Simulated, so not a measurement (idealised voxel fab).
Documented hereafter: the process module known as voxel self aligned contacts.
280 nm wide, 5 nm square cells: that's cross-section cut.
Bands, listed from the top down, are how a cross-section gets written in this document; the cross-section itself is a grid of square cells, and a band is one or more rows of them.
Top height, bottom height, nm. Materials left to right, width each, nm. Single material + "full width" = fills band edge to edge. "air" = empty.
It should be noted that heights are counted from 0, beneath which the wafer as supplied is of one material throughout, and that the lowest band possesses no lower boundary but continues downward, as written in "0 and below".
Width "30 to 40": first value at the band's top row of cells, second value at its bottom row, equal change from row to row.
The cross-section has no changed cell in any step marked "changes: none".
Any empty space of 8 cells or more lacking an open way to the top shows up in "Entrapped voids" as width x height at distance, distance from the left edge, in nm.
On a step's line, text after the settings is the simulator commenting on that step.
overlay nm: right-of-plan distance of the mask on a masked step; negative values mean left-of-plan.
Quick note on how to read the rest: it's all pairs. You get the cross-section before a process step and the one after, but the after one only goes down as far as the lowest band that changed. The step in between, with its settings, sits under the pair. Heads up, the pairs can come from different runs of this module on the same starting wafer, so don't assume a pair picks up from the one above unless its "Before this step" entry says it does.

Before this step
* 55 down to 35 = air 85 / SiN 45 / air 15 / SiN 45 / air 90
* 35 down to 10 = air 85 / SiN 5 / polySi 35 / SiN 5 / air 15 / SiN 5 / polySi 35 / SiN 5 / air 90
* 10 down to 5 = SiN 90 / polySi 35 / SiN 25 / polySi 35 / SiN 95
* 5 down to 0 = SiO2 full width
* 0 and below = Si full width
* Entrapped voids: none

Resulting Cross-Section
* 50 down to 35 = air 85 / SiN 45 / air 15 / SiN 45 / air 90
* 35 down to 5 = air 85 / SiN 5 / polySi 35 / SiN 5 / air 15 / SiN 5 / polySi 35 / SiN 5 / air 90
* Lower than 5, everything is as it was.
* Entrapped voids: none
Q: step between the cross-sections above? A: op DIRECTIONAL_ETCH | etch materials SiN | depth nm 5

Before this step: same picture as after in the pair right above, so we don't repeat it.

Resulting Cross-Section
* 70 down to 50 = SiO2 full width
* 50 down to 35 = SiO2 85 / SiN 45 / SiO2 15 / SiN 45 / SiO2 90
* 35 down to 5 = SiO2 85 / SiN 5 / polySi 35 / SiN 5 / SiO2 15 / SiN 5 / polySi 35 / SiN 5 / SiO2 90
* Lower than 5, everything is as it was.
* Entrapped voids: none
Q: step between the cross-sections above? A: op FILL_DEP | material SiO2 | thk nm 20

Before this step: same picture as after in the pair right above, so we don't repeat it.

Resulting Cross-Section
* 60 down to 50 = SiO2 full width
* Lower than 50, everything is as it was.
* Entrapped voids: none
Q: step between the cross-sections above? A: op CMP | height nm 60

Before this step: same picture as after in the pair right above, so we don't repeat it.

Resulting Cross-Section
* 75 down to 60 = resist 115 / air 45 / resist 120
* Lower than 60, everything is as it was.
* Entrapped voids: none
Q: step between the cross-sections above? A: op PATTERN | tone open | mask id CONTACT | material resist | width nm 45 | thk nm 15 | overlay nm 0

Before this step: same picture as after in the pair right above, so we don't repeat it.

Resulting Cross-Section
* 75 down to 60 = resist 115 / air 45 / resist 120
* 60 down to 50 = SiO2 115 / air 45 / SiO2 120
* 50 down to 35 = SiO2 85 / SiN 45 / air 15 / SiN 45 / SiO2 90
* 35 down to 5 = SiO2 85 / SiN 5 / polySi 35 / SiN 5 / air 15 / SiN 5 / polySi 35 / SiN 5 / SiO2 90
* 5 down to 0 = SiO2 130 / air 15 / SiO2 135
* Lower than 0, everything is as it was.
* Entrapped voids: none
Q: step between the cross-sections above? A: op DIRECTIONAL_ETCH | etch materials SiO2 | depth nm 60

Before this step: same picture as after in the pair right above, so we don't repeat it.

Resulting Cross-Section
* 60 down to 50 = SiO2 115 / air 45 / SiO2 120
* Lower than 50, everything is as it was.
* Entrapped voids: none
Q: step between the cross-sections above? A: op STRIP | etch materials resist

Before this step: same picture as after in the pair right above, so we don't repeat it.

Resulting Cross-Section
* 65 down to 60 = TiN 120 / air 35 / TiN 125
* 60 down to 50 = SiO2 115 / TiN 5 to 20 / air 35 to 5 / TiN 5 to 20 / SiO2 120
* 50 down to 35 = SiO2 85 / SiN 45 / TiN 5 / air 5 / TiN 5 / SiN 45 / SiO2 90
* 35 down to 5 = SiO2 85 / SiN 5 / polySi 35 / SiN 5 / TiN 5 / air 5 / TiN 5 / SiN 5 / polySi 35 / SiN 5 / SiO2 90
* 5 down to 0 = SiO2 130 / TiN 15 / SiO2 135
* Lower than 0, everything is as it was.
* Entrapped voids: none
Q: step between the cross-sections above? A: op CONFORMAL_DEP | material TiN | thk nm 5

Before this step: same picture as after in the pair right above, so we don't repeat it.

Resulting Cross-Section
* 70 down to 65 = Ru full width
* 65 down to 60 = TiN 120 / Ru 35 / TiN 125
* 60 down to 50 = SiO2 115 / TiN 5 to 20 / Ru 35 to 5 / TiN 5 to 20 / SiO2 120
* 50 down to 35 = SiO2 85 / SiN 45 / TiN 5 / Ru 5 / TiN 5 / SiN 45 / SiO2 90
* 35 down to 5 = SiO2 85 / SiN 5 / polySi 35 / SiN 5 / TiN 5 / Ru 5 / TiN 5 / SiN 5 / polySi 35 / SiN 5 / SiO2 90
* Lower than 5, everything is as it was.
* Entrapped voids: none
Q: step between the cross-sections above? A: op FILL_DEP | material Ru | thk nm 5

Before this step: same picture as after in the pair right above, so we don't repeat it.

Resulting Cross-Section
* 60 down to 50 = SiO2 115 / TiN 5 to 20 / Ru 35 to 5 / TiN 5 to 20 / SiO2 120
* Lower than 50, everything is as it was.
* Entrapped voids: none
Q: step between the cross-sections above? A: op CMP | height nm 60

Before this step: same picture as after in the pair right above, so we don't repeat it.

Resulting Cross-Section
* 65 down to 60 = SiN full width
* Lower than 60, everything is as it was.
* Entrapped voids: none
Q: step between the cross-sections above? A: op CONFORMAL_DEP | material SiN | thk nm 5

Before this step
* 60 down to 50 = SiO2 full width
* 50 down to 35 = SiO2 90 / SiN 35 / SiO2 25 / SiN 35 / SiO2 95
* 35 down to 5 = SiO2 90 / SiN 5 / polySi 25 / SiN 5 / SiO2 25 / SiN 5 / polySi 25 / SiN 5 / SiO2 95
* 5 down to 0 = SiO2 full width
* 0 and below = Si full width
* Entrapped voids: none

Resulting Cross-Section
* 75 down to 60 = resist 120 / air 45 / resist 115
* Lower than 60, everything is as it was.
* Entrapped voids: none
Q: step between the cross-sections above? A: op PATTERN | tone open | mask id CONTACT | material resist | width nm 45 | thk nm 15 | overlay nm 5

Before this step: same picture as after in the pair right above, so we don't repeat it.

Resulting Cross-Section
* 75 down to 60 = resist 120 / air 45 / resist 115
* 60 down to 50 = SiO2 120 / air 45 / SiO2 115
* 50 down to 35 = SiO2 90 / SiN 35 / air 25 / SiN 35 / SiO2 95
* 35 down to 5 = SiO2 90 / SiN 5 / polySi 25 / SiN 5 / air 25 / SiN 5 / polySi 25 / SiN 5 / SiO2 95
* 5 down to 0 = SiO2 125 / air 25 / SiO2 130
* Lower than 0, everything is as it was.
* Entrapped voids: none
Q: step between the cross-sections above? A: op DIRECTIONAL_ETCH | etch materials SiO2 | depth nm 60

Before this step: same picture as after in the pair right above, so we don't repeat it.

Resulting Cross-Section
* 60 down to 50 = SiO2 120 / air 45 / SiO2 115
* Lower than 50, everything is as it was.
* Entrapped voids: none
Q: step between the cross-sections above? A: op STRIP | etch materials resist

Before this step: same picture as after in the pair right above, so we don't repeat it.

Resulting Cross-Section
* 65 down to 60 = TiN 125 / air 35 / TiN 120
* 60 down to 50 = SiO2 120 / TiN 5 to 10 / air 35 to 15 / TiN 5 to 20 / SiO2 115
* 50 down to 35 = SiO2 90 / SiN 35 / TiN 5 / air 15 / TiN 5 / SiN 35 / SiO2 95
* 35 down to 5 = SiO2 90 / SiN 5 / polySi 25 / SiN 5 / TiN 5 / air 15 / TiN 5 / SiN 5 / polySi 25 / SiN 5 / SiO2 95
* 5 down to 0 = SiO2 125 / TiN 25 / SiO2 130
* Lower than 0, everything is as it was.
* Entrapped voids: none
Q: step between the cross-sections above? A: op CONFORMAL_DEP | material TiN | thk nm 5

Before this step: same picture as after in the pair right above, so we don't repeat it.

Resulting Cross-Section
* 70 down to 65 = Ru full width
* 65 down to 60 = TiN 125 / Ru 35 / TiN 120
* 60 down to 50 = SiO2 120 / TiN 5 to 10 / Ru 35 to 15 / TiN 5 to 20 / SiO2 115
* 50 down to 35 = SiO2 90 / SiN 35 / TiN 5 / Ru 15 / TiN 5 / SiN 35 / SiO2 95
* 35 down to 5 = SiO2 90 / SiN 5 / polySi 25 / SiN 5 / TiN 5 / Ru 15 / TiN 5 / SiN 5 / polySi 25 / SiN 5 / SiO2 95
* Lower than 5, everything is as it was.
* Entrapped voids: none
Q: step between the cross-sections above? A: op FILL_DEP | material Ru | thk nm 5

Before this step: same picture as after in the pair right above, so we don't repeat it.

Resulting Cross-Section
* 60 down to 50 = SiO2 120 / TiN 5 to 10 / Ru 35 to 15 / TiN 5 to 20 / SiO2 115
* Lower than 50, everything is as it was.
* Entrapped voids: none
Q: step between the cross-sections above? A: op CMP | height nm 60

Before this step: same picture as after in the pair right above, so we don't repeat it.

Resulting Cross-Section
* 65 down to 60 = SiN full width
* Lower than 60, everything is as it was.
* Entrapped voids: none
Q: step between the cross-sections above? A: op CONFORMAL_DEP | material SiN | thk nm 5

Before this step
* 60 down to 50 = SiO2 115 / air 45 / SiO2 120
* 50 down to 35 = SiO2 90 / SiN 35 / air 25 / SiN 35 / SiO2 95
* 35 down to 5 = SiO2 90 / SiN 5 / polySi 25 / SiN 5 / air 25 / SiN 5 / polySi 25 / SiN 5 / SiO2 95
* 5 down to 0 = SiO2 125 / air 25 / SiO2 130
* 0 and below = Si full width
* Entrapped voids: none

Resulting Cross-Section
* 65 down to 55 = SiO2 120 / air 35 / SiO2 125
* 55 down to 50 = SiO2 130 / air 15 / SiO2 135
* 50 down to 35 = SiO2 90 / SiN 35 / SiO2 5 / air 15 / SiO2 5 / SiN 35 / SiO2 95
* 35 down to 5 = SiO2 90 / SiN 5 / polySi 25 / SiN 5 / SiO2 5 / air 15 / SiO2 5 / SiN 5 / polySi 25 / SiN 5 / SiO2 95
* 5 down to 0 = SiO2 full width
* Lower than 0, everything is as it was.
* Entrapped voids: none
Q: step between the cross-sections above? A: op CONFORMAL_DEP | material SiO2 | thk nm 5

Before this step: same picture as after in the pair right above, so we don't repeat it.

Resulting Cross-Section
* 70 down to 65 = Ru full width
* 65 down to 55 = SiO2 120 / Ru 35 / SiO2 125
* 55 down to 50 = SiO2 130 / Ru 15 / SiO2 135
* 50 down to 35 = SiO2 90 / SiN 35 / SiO2 5 / Ru 15 / SiO2 5 / SiN 35 / SiO2 95
* 35 down to 5 = SiO2 90 / SiN 5 / polySi 25 / SiN 5 / SiO2 5 / Ru 15 / SiO2 5 / SiN 5 / polySi 25 / SiN 5 / SiO2 95
* Lower than 5, everything is as it was.
* Entrapped voids: none
Q: step between the cross-sections above? A: op FILL_DEP | material Ru | thk nm 5

Before this step: same picture as after in the pair right above, so we don't repeat it.

Resulting Cross-Section
* 60 down to 50 = SiO2 120 to 130 / Ru 35 to 15 / SiO2 125 to 135
* Lower than 50, everything is as it was.
* Entrapped voids: none
Q: step between the cross-sections above? A: op CMP | height nm 60

Before this step: same picture as after in the pair right above, so we don't repeat it.

Resulting Cross-Section
* 65 down to 60 = SiN full width
* Lower than 60, everything is as it was.
* Entrapped voids: none
Q: step between the cross-sections above? A: op CONFORMAL_DEP | material SiN | thk nm 5

Before this step
* 50 down to 35 = SiN full width
* 35 down to 5 = polySi full width
* 5 down to 0 = SiO2 full width
* 0 and below = Si full width
* Entrapped voids: none

Resulting Cross-Section
* 50 down to 35 = SiN 95 / air 25 / SiN 35 / air 25 / SiN 100
* Lower than 35, everything is as it was.
* Entrapped voids: none
Q: step between the cross-sections above? A: op MASKED_ETCH | tone open | mask id GATE | width nm 25 | pitch nm 60 | etch materials SiN | depth nm 15 | overlay nm 0

Before this step: same picture as after in the pair right above, so we don't repeat it.

Resulting Cross-Section
* 55 down to 40 = SiN 100 / air 15 / SiN 45 / air 15 / SiN 105
* 40 down to 35 = SiN full width
* Lower than 35, everything is as it was.
* Entrapped voids: none
Q: step between the cross-sections above? A: op CONFORMAL_DEP | material SiN | thk nm 5

Before this step: same picture as after in the pair right above, so we don't repeat it.

Resulting Cross-Section
* 50 down to 35 = SiN 100 / air 15 / SiN 45 / air 15 / SiN 105
* Lower than 35, everything is as it was.
* Entrapped voids: none
Q: step between the cross-sections above? A: op DIRECTIONAL_ETCH | etch materials SiN | depth nm 5

Before this step: same picture as after in the pair right above, so we don't repeat it.

Resulting Cross-Section
* 70 down to 50 = SiO2 full width
* 50 down to 35 = SiN 100 / SiO2 15 / SiN 45 / SiO2 15 / SiN 105
* Lower than 35, everything is as it was.
* Entrapped voids: none
Q: step between the cross-sections above? A: op FILL_DEP | material SiO2 | thk nm 20

Before this step: same picture as after in the pair right above, so we don't repeat it.

Resulting Cross-Section
* 60 down to 50 = SiO2 full width
* Lower than 50, everything is as it was.
* Entrapped voids: none
Q: step between the cross-sections above? A: op CMP | height nm 60

Before this step: same picture as after in the pair right above, so we don't repeat it.

Resulting Cross-Section
* 75 down to 60 = resist 115 / air 45 / resist 120
* Lower than 60, everything is as it was.
* Entrapped voids: none
Q: step between the cross-sections above? A: op PATTERN | tone open | mask id CONTACT | material resist | width nm 45 | thk nm 15 | overlay nm 0

Before this step: same picture as after in the pair right above, so we don't repeat it.

Resulting Cross-Section
* 75 down to 60 = resist 115 / air 45 / resist 120
* 60 down to 50 = SiO2 115 / air 45 / SiO2 120
* Lower than 50, everything is as it was.
* Entrapped voids: none
Q: step between the cross-sections above? A: op DIRECTIONAL_ETCH | etch materials SiO2 | depth nm 60

Before this step: same picture as after in the pair right above, so we don't repeat it.

Resulting Cross-Section
* 60 down to 50 = SiO2 115 / air 45 / SiO2 120
* Lower than 50, everything is as it was.
* Entrapped voids: none
Q: step between the cross-sections above? A: op STRIP | etch materials resist

Before this step: same picture as after in the pair right above, so we don't repeat it.

Resulting Cross-Section
* 65 down to 60 = TiN 120 / air 35 / TiN 125
* 60 down to 55 = SiO2 115 / TiN 5 / air 35 / TiN 5 / SiO2 120
* 55 down to 50 = SiO2 115 / TiN 45 / SiO2 120
* Lower than 50, everything is as it was.
* Entrapped voids: none
Q: step between the cross-sections above? A: op CONFORMAL_DEP | material TiN | thk nm 5

Before this step: same picture as after in the pair right above, so we don't repeat it.

Resulting Cross-Section
* 70 down to 65 = Ru full width
* 65 down to 60 = TiN 120 / Ru 35 / TiN 125
* 60 down to 55 = SiO2 115 / TiN 5 / Ru 35 / TiN 5 / SiO2 120
* Lower than 55, everything is as it was.
* Entrapped voids: none
Q: step between the cross-sections above? A: op FILL_DEP | material Ru | thk nm 5

Before this step: same picture as after in the pair right above, so we don't repeat it.

Resulting Cross-Section
* 60 down to 55 = SiO2 115 / TiN 5 / Ru 35 / TiN 5 / SiO2 120
* Lower than 55, everything is as it was.
* Entrapped voids: none
Q: step between the cross-sections above? A: op CMP | height nm 60

Before this step: same picture as after in the pair right above, so we don't repeat it.

Resulting Cross-Section
* 65 down to 60 = SiN full width
* Lower than 60, everything is as it was.
* Entrapped voids: none
Q: step between the cross-sections above? A: op CONFORMAL_DEP | material SiN | thk nm 5
